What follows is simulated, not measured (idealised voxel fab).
process module | voxel self aligned contacts
cross-section cut | 255 nm wide | cells 5 nm
A cross-section is a grid of square cells, given in bands from the top down. A band is one or more rows of cells.
Each band's line starts with the height of the band's top and of its bottom, in nm. Then come its materials from left to right, each with its width in nm. One material with "throughout" fills the band from edge to edge. "air" is empty space.
Height 0 is the level under which the wafer as received is all one material. The lowest band goes on downwards, as in "0 down".
A width such as "30 to 40" changes by the same amount from each row of cells to the next, from the band's top row to its bottom row.
"no change" after a step means that no cell of the cross-section changed.
closed voids: empty space of 8 cells or more with no open way to the top, each as width x height at its distance from the left edge, in nm
after a step's settings: what the simulator itself notes on the step
overlay nm, on a step with a mask: how far to the right of its planned place the mask lay; to the left if negative
plan
1 op RECEIVE | material Si
2 op CONFORMAL_DEP | material SiO2 | thk nm 5
3 op DIRECTIONAL_DEP | material polySi | thk nm 25
4 op DIRECTIONAL_DEP | material SiN | thk nm 25
5 op MASKED_ETCH | tone cover | mask id GATE | width nm 30 | pitch nm 70 | etch materials SiN | depth nm 25 | overlay nm 0
6 op MASKED_ETCH | tone cover | mask id GATE | width nm 30 | pitch nm 70 | etch materials polySi | depth nm 25 | overlay nm 0
7 op CONFORMAL_DEP | material SiN | thk nm 10
8 op DIRECTIONAL_ETCH | etch materials SiN | depth nm 10
9 op FILL_DEP | material SiO2 | thk nm 10
10 op CMP | height nm 60
11 op DIRECTIONAL_DEP | material aC | thk nm 15
12 op PATTERN | tone open | mask id CONTACT | material resist | width nm 50 | thk nm 30 | overlay nm 0
13 op DIRECTIONAL_ETCH | etch materials aC | depth nm 15
14 op STRIP | etch materials resist
15 op DIRECTIONAL_ETCH | etch materials SiO2 | depth nm 60
16 op STRIP | etch materials aC
17 op CONFORMAL_DEP | material TiN | thk nm 5
18 op FILL_DEP | material Ru | thk nm 5
19 op CMP | height nm 60
20 op CONFORMAL_DEP | material SiCN | thk nm 5
first wafer, as planned
as received, after step 1
  0 down: Si throughout
  closed voids: none
after step 2
  5 to 0: SiO2 throughout
  below 0: unchanged
after step 3
  30 to 5: polySi throughout
  below 5: unchanged
after step 4
  55 to 30: SiN throughout
  below 30: unchanged
after step 5
  55 to 30: air 75 | SiN 30 | air 40 | SiN 30 | air 80
  below 30: unchanged
after step 6
  55 to 30: air 75 | SiN 30 | air 40 | SiN 30 | air 80
  30 to 5: air 75 | polySi 30 | air 40 | polySi 30 | air 80
  below 5: unchanged
after step 7
  65 to 30: air 65 | SiN 50 | air 20 | SiN 50 | air 70
  30 to 15: air 65 | SiN 10 | polySi 30 | SiN 10 | air 20 | SiN 10 | polySi 30 | SiN 10 | air 70
  15 to 5: SiN 75 | polySi 30 | SiN 40 | polySi 30 | SiN 80
  below 5: unchanged
after step 8
  55 to 30: air 65 | SiN 50 | air 20 | SiN 50 | air 70
  30 to 5: air 65 | SiN 10 | polySi 30 | SiN 10 | air 20 | SiN 10 | polySi 30 | SiN 10 | air 70
  below 5: unchanged
after step 9
  65 to 55: SiO2 throughout
  55 to 30: SiO2 65 | SiN 50 | SiO2 20 | SiN 50 | SiO2 70
  30 to 5: SiO2 65 | SiN 10 | polySi 30 | SiN 10 | SiO2 20 | SiN 10 | polySi 30 | SiN 10 | SiO2 70
  below 5: unchanged
after step 10
  60 to 55: SiO2 throughout
  below 55: unchanged
after step 11
  75 to 60: aC throughout
  below 60: unchanged
after step 12
  105 to 75: resist 100 | air 50 | resist 105
  below 75: unchanged
after step 13
  90 to 75: resist 100 | air 50 | resist 105
  75 to 60: aC 100 | air 50 | aC 105
  below 60: unchanged
after step 14
  75 to 60: aC 100 | air 50 | aC 105
  below 60: unchanged
after step 15
  75 to 60: aC 100 | air 50 | aC 105
  60 to 55: SiO2 100 | air 50 | SiO2 105
  55 to 30: SiO2 65 | SiN 50 | air 20 | SiN 50 | SiO2 70
  30 to 5: SiO2 65 | SiN 10 | polySi 30 | SiN 10 | air 20 | SiN 10 | polySi 30 | SiN 10 | SiO2 70
  5 to 0: SiO2 115 | air 20 | SiO2 120
  below 0: unchanged
after step 16
  60 to 55: SiO2 100 | air 50 | SiO2 105
  below 55: unchanged
after step 17
  65 to 60: TiN 105 | air 40 | TiN 110
  60 to 55: SiO2 100 | TiN 20 | air 10 | TiN 20 | SiO2 105
  55 to 30: SiO2 65 | SiN 50 | TiN 5 | air 10 | TiN 5 | SiN 50 | SiO2 70
  30 to 5: SiO2 65 | SiN 10 | polySi 30 | SiN 10 | TiN 5 | air 10 | TiN 5 | SiN 10 | polySi 30 | SiN 10 | SiO2 70
  5 to 0: SiO2 115 | TiN 20 | SiO2 120
  below 0: unchanged
after step 18
  70 to 65: Ru throughout
  65 to 60: TiN 105 | Ru 40 | TiN 110
  60 to 55: SiO2 100 | TiN 20 | Ru 10 | TiN 20 | SiO2 105
  55 to 30: SiO2 65 | SiN 50 | TiN 5 | Ru 10 | TiN 5 | SiN 50 | SiO2 70
  30 to 5: SiO2 65 | SiN 10 | polySi 30 | SiN 10 | TiN 5 | Ru 10 | TiN 5 | SiN 10 | polySi 30 | SiN 10 | SiO2 70
  below 5: unchanged
after step 19
  60 to 55: SiO2 100 | TiN 20 | Ru 10 | TiN 20 | SiO2 105
  below 55: unchanged
after step 20
  65 to 60: SiCN throughout
  below 60: unchanged
second wafer: like start, like plan, one mistake. Through step 5 it matches the first wafer
when step 6 should have ended
  55 to 30: air 75 | SiN 30 | air 40 | SiN 30 | air 80
  30 to 5: air 70 | polySi 35 | air 35 | polySi 35 | air 80
  below 5: unchanged
when step 7 should have ended
  65 to 40: air 65 | SiN 50 | air 20 | SiN 50 | air 70
  40 to 30: air 60 | SiN 55 | air 15 | SiN 55 | air 70
  30 to 15: air 60 | SiN 10 | polySi 35 | SiN 10 | air 15 | SiN 10 | polySi 35 | SiN 10 | air 70
  15 to 5: SiN 70 | polySi 35 | SiN 35 | polySi 35 | SiN 80
  below 5: unchanged
when step 8 should have ended
  55 to 30: air 65 | SiN 50 | air 20 | SiN 50 | air 70
  30 to 5: air 60 | SiN 10 | polySi 35 | SiN 10 | air 15 | SiN 10 | polySi 35 | SiN 10 | air 70
  below 5: unchanged
when step 9 should have ended
  65 to 55: SiO2 throughout
  55 to 30: SiO2 65 | SiN 50 | SiO2 20 | SiN 50 | SiO2 70
  30 to 5: SiO2 60 | SiN 10 | polySi 35 | SiN 10 | SiO2 15 | SiN 10 | polySi 35 | SiN 10 | SiO2 70
  below 5: unchanged
when step 10 should have ended
  60 to 55: SiO2 throughout
  below 55: unchanged
when step 11 should have ended
  75 to 60: aC throughout
  below 60: unchanged
when step 12 should have ended
  105 to 75: resist 100 | air 50 | resist 105
  below 75: unchanged
when step 13 should have ended
  90 to 75: resist 100 | air 50 | resist 105
  75 to 60: aC 100 | air 50 | aC 105
  below 60: unchanged
when step 14 should have ended
  75 to 60: aC 100 | air 50 | aC 105
  below 60: unchanged
when step 15 should have ended
  75 to 60: aC 100 | air 50 | aC 105
  60 to 55: SiO2 100 | air 50 | SiO2 105
  55 to 30: SiO2 65 | SiN 50 | air 20 | SiN 50 | SiO2 70
  30 to 5: SiO2 60 | SiN 10 | polySi 35 | SiN 10 | air 15 | SiN 10 | polySi 35 | SiN 10 | SiO2 70
  5 to 0: SiO2 115 | air 15 | SiO2 125
  below 0: unchanged
when step 16 should have ended
  60 to 55: SiO2 100 | air 50 | SiO2 105
  below 55: unchanged
when step 17 should have ended
  65 to 60: TiN 105 | air 40 | TiN 110
  60 to 55: SiO2 100 | TiN 20 | air 10 | TiN 20 | SiO2 105
  55 to 35: SiO2 65 | SiN 50 | TiN 5 | air 10 | TiN 5 | SiN 50 | SiO2 70
  35 to 30: SiO2 65 | SiN 50 | TiN 5 | air 5 | TiN 10 | SiN 50 | SiO2 70
  30 to 5: SiO2 60 | SiN 10 | polySi 35 | SiN 10 | TiN 5 | air 5 | TiN 5 | SiN 10 | polySi 35 | SiN 10 | SiO2 70
  5 to 0: SiO2 115 | TiN 15 | SiO2 125
  below 0: unchanged
when step 18 should have ended
  70 to 65: Ru throughout
  65 to 60: TiN 105 | Ru 40 | TiN 110
  60 to 55: SiO2 100 | TiN 20 | Ru 10 | TiN 20 | SiO2 105
  55 to 35: SiO2 65 | SiN 50 | TiN 5 | Ru 10 | TiN 5 | SiN 50 | SiO2 70
  35 to 30: SiO2 65 | SiN 50 | TiN 5 | Ru 5 | TiN 10 | SiN 50 | SiO2 70
  30 to 5: SiO2 60 | SiN 10 | polySi 35 | SiN 10 | TiN 5 | Ru 5 | TiN 5 | SiN 10 | polySi 35 | SiN 10 | SiO2 70
  below 5: unchanged
when step 19 should have ended
  60 to 55: SiO2 100 | TiN 20 | Ru 10 | TiN 20 | SiO2 105
  below 55: unchanged
when step 20 should have ended
  65 to 60: SiCN throughout
  below 60: unchanged
what went wrong: step 6 ran as: op MASKED_ETCH | tone cover | mask id GATE | width nm 30 | pitch nm 70 | etch materials polySi | depth nm 25 | overlay nm -5
at the end the second wafer has, in cells: 6 fewer of Ru | 4 fewer of SiO2 | 10 more of polySi
